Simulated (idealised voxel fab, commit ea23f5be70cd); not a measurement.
The process module presented herein is designated voxel transistor to metal.
In the cross-section labelled cut, the width is 205 nm and each square cell is 5 nm.
Heads up, the way a cross-section reads in here is a grid of square cells, handed over as bands from the top down, with every band being one or more rows of cells. For a band, the entry starts with two heights in nm, that of the top and then that of the bottom, and carries on with the band's materials in order from left to right, each alongside its width in nm; the word "everywhere" beside a single material means it fills the band edge to edge, and "blank" means empty space. Heads up on the height convention: 0 is the point under which the incoming wafer is all one material, and the lowest band has no bottom, it just keeps going down, like "0 -> down". Think of "30->40" as a width that walks from the first number to the second as you go down the band, top row to bottom row, taking equal-sized steps from row to row. The designation "left unchanged", where it is given for a processing step, indicates that no cell of the cross-section was altered in the course of that step. Listed in "Trapped cavities": every empty space of 8 or more cells without an open way to the top. Form: width x height at distance, the distance being from the left edge, all in nm. What comes after the settings on a step's line is commentary from the simulator itself on that step. What "overlay nm" on a step's line means: if the step has a mask, that mask lay this far to the right of its planned place, or, when the value is negative, to the left.

Planned step list for the process
1) op RECEIVE | material Si
2) op CONFORMAL_DEP | material SiO2 | thk nm 5
3) op CONFORMAL_DEP | material SiN | thk nm 15
4) op DIRECTIONAL_DEP | material aC | thk nm 15
5) op PATTERN | tone cover | mask id ACTIVE | material resist | width nm 115 | thk nm 35 | overlay nm 0
6) op DIRECTIONAL_ETCH | etch materials aC | depth nm 15
7) op STRIP | etch materials resist
8) op DIRECTIONAL_ETCH | etch materials SiN | depth nm 15
9) op DIRECTIONAL_ETCH | etch materials SiO2 | depth nm 5
10) op DIRECTIONAL_ETCH | etch materials Si | depth nm 30
11) op STRIP | etch materials aC
12) op OXIDIZE | depth nm 5
13) op FILL_DEP | material SiO2 | thk nm 5
14) op CMP | height nm 20
15) op SELECTIVE_ETCH | etch materials SiO2 | depth nm 15
16) op STRIP | etch materials SiN
17) op SELECTIVE_ETCH | etch materials SiO2 | depth nm 5
18) op OXIDIZE | depth nm 5
19) op DIRECTIONAL_DEP | material polySi | thk nm 20
20) op DIRECTIONAL_DEP | material SiCN | thk nm 15
21) op PATTERN | tone cover | mask id GATE | material resist | width nm 25 | thk nm 20 | overlay nm 0
22) op DIRECTIONAL_ETCH | etch materials SiCN | depth nm 25
23) op DIRECTIONAL_ETCH | etch materials polySi | depth nm 30
24) op STRIP | etch materials resist
25) op CONFORMAL_DEP | material SiO2 | thk nm 5
26) op DIRECTIONAL_ETCH | etch materials SiO2 | depth nm 5
27) op CONFORMAL_DEP | material SiN | thk nm 5
28) op DIRECTIONAL_ETCH | etch materials SiN | depth nm 5
29) op DIRECTIONAL_ETCH | etch materials SiO2 | depth nm 5
30) op DIRECTIONAL_ETCH | etch materials Si | depth nm 10
31) op EPI | material pSi | thk nm 15
32) op FILL_DEP | material SiO2 | thk nm 5
33) op CMP | height nm 35
34) op DIRECTIONAL_DEP | material SiO2 | thk nm 15
35) op PATTERN | tone open | mask id CONTACT | material resist | width nm 20 | pitch nm 75 | thk nm 20 | overlay nm 0
36) op DIRECTIONAL_ETCH | etch materials SiO2 | depth nm 50
37) op STRIP | etch materials resist
38) op CONFORMAL_DEP | material TiN | thk nm 5
39) op FILL_DEP | material Ru | thk nm 5
40) op CMP | height nm 50
41) op CONFORMAL_DEP | material SiN | thk nm 5
42) op DIRECTIONAL_DEP | material lowk | thk nm 15
43) op PATTERN | tone open | mask id METAL_1 | material resist | width nm 20 | pitch nm 75 | thk nm 15 | overlay nm 0
44) op DIRECTIONAL_ETCH | etch materials lowk | depth nm 15
45) op DIRECTIONAL_ETCH | etch materials SiN | depth nm 5
46) op STRIP | etch materials resist
47) op CONFORMAL_DEP | material TiN | thk nm 5
48) op FILL_DEP | material W | thk nm 5
49) op CMP | height nm 70
50) op CONFORMAL_DEP | material SiN | thk nm 5

Cross-section of the wafer at receipt, which is the condition after step 1
0 -> down  Si everywhere
Trapped cavities: none

The first of two wafers, cross-sectioned at the end of the module, with the run proceeding as planned
75 -> 70  SiN everywhere
70 -> 55  lowk 55 | TiN 5 | W 10 | TiN 5 | lowk 55 | TiN 5 | W 10 | TiN 5 | lowk 55
55 -> 50  SiN 55 | TiN 20 | SiN 55 | TiN 20 | SiN 55
50 -> 35  SiO2 55 | TiN 5 | Ru 10 | TiN 5 | SiO2 55 | TiN 5 | Ru 10 | TiN 5 | SiO2 55
35 -> 20  SiO2 55 | TiN 5 | Ru 10 | TiN 5 | SiO2 5 | SiN 5 | SiO2 5 | SiCN 25 | SiO2 5 | SiN 5 | SiO2 5 | TiN 5 | Ru 10 | TiN 5 | SiO2 55
20 -> 15  SiO2 55 | TiN 5 | Ru 10 | TiN 5 | SiO2 5 | SiN 5 | SiO2 5 | polySi 25 | SiO2 5 | SiN 5 | SiO2 5 | TiN 5 | Ru 10 | TiN 5 | SiO2 55
15 -> 10  SiO2 55 | TiN 20 | SiO2 5 | SiN 5 | SiO2 5 | polySi 25 | SiO2 5 | SiN 5 | SiO2 5 | TiN 20 | SiO2 55
10 -> 0  SiO2 55 | TiN 10 | pSi 15 | SiN 5 | SiO2 5 | polySi 25 | SiO2 5 | SiN 5 | pSi 15 | TiN 10 | SiO2 55
0 -> -5  SiO2 45 | pSi 35 | SiO2 45 | pSi 35 | SiO2 45
-5 -> -15  SiO2 50 | pSi 30 | Si 45 | pSi 30 | SiO2 50
-15 -> -35  SiO2 50 | Si 105 | SiO2 50
-35 -> down  Si everywhere
Trapped cavities: none

Second wafer at the end: like start, like plan, one mistake
75 -> 70  SiN everywhere
70 -> 55  lowk 55 | TiN 5 | W 10 | TiN 5 | lowk 55 | TiN 5 | W 10 | TiN 5 | lowk 55
55 -> 50  SiN 55 | TiN 20 | SiN 55 | TiN 20 | SiN 55
50 -> 35  SiO2 55 | TiN 5 | Ru 10 | TiN 5 | SiO2 55 | TiN 5 | Ru 10 | TiN 5 | SiO2 55
35 -> 20  SiO2 55 | TiN 5 | Ru 10 | TiN 5 | SiO2 5 | SiN 5 | SiO2 5 | SiCN 25 | SiO2 5 | SiN 5 | SiO2 5 | TiN 5 | Ru 10 | TiN 5 | SiO2 55
20 -> 5  SiO2 55 | TiN 5 | Ru 10 | TiN 5 | SiO2 5 | SiN 5 | SiO2 5 | polySi 25 | SiO2 5 | SiN 5 | SiO2 5 | TiN 5 | Ru 10 | TiN 5 | SiO2 55
5 -> 0  SiO2 55 | TiN 20 | SiO2 5 | SiN 5 | SiO2 5 | polySi 25 | SiO2 5 | SiN 5 | SiO2 5 | TiN 20 | SiO2 55
0 -> -10  SiO2 everywhere
-10 -> -35  SiO2 50 | Si 105 | SiO2 50
-35 -> down  Si everywhere
Trapped cavities: none
What broke from the plan during processing? for step 18, the planned setting was not used; the step was instead run as op OXIDIZE | depth nm 10
At the finish, the second wafer shows more or fewer cells for some materials than the first does: Ru: 8 more, Si: 3 more, SiO2: 39 more, pSi: 50 fewer
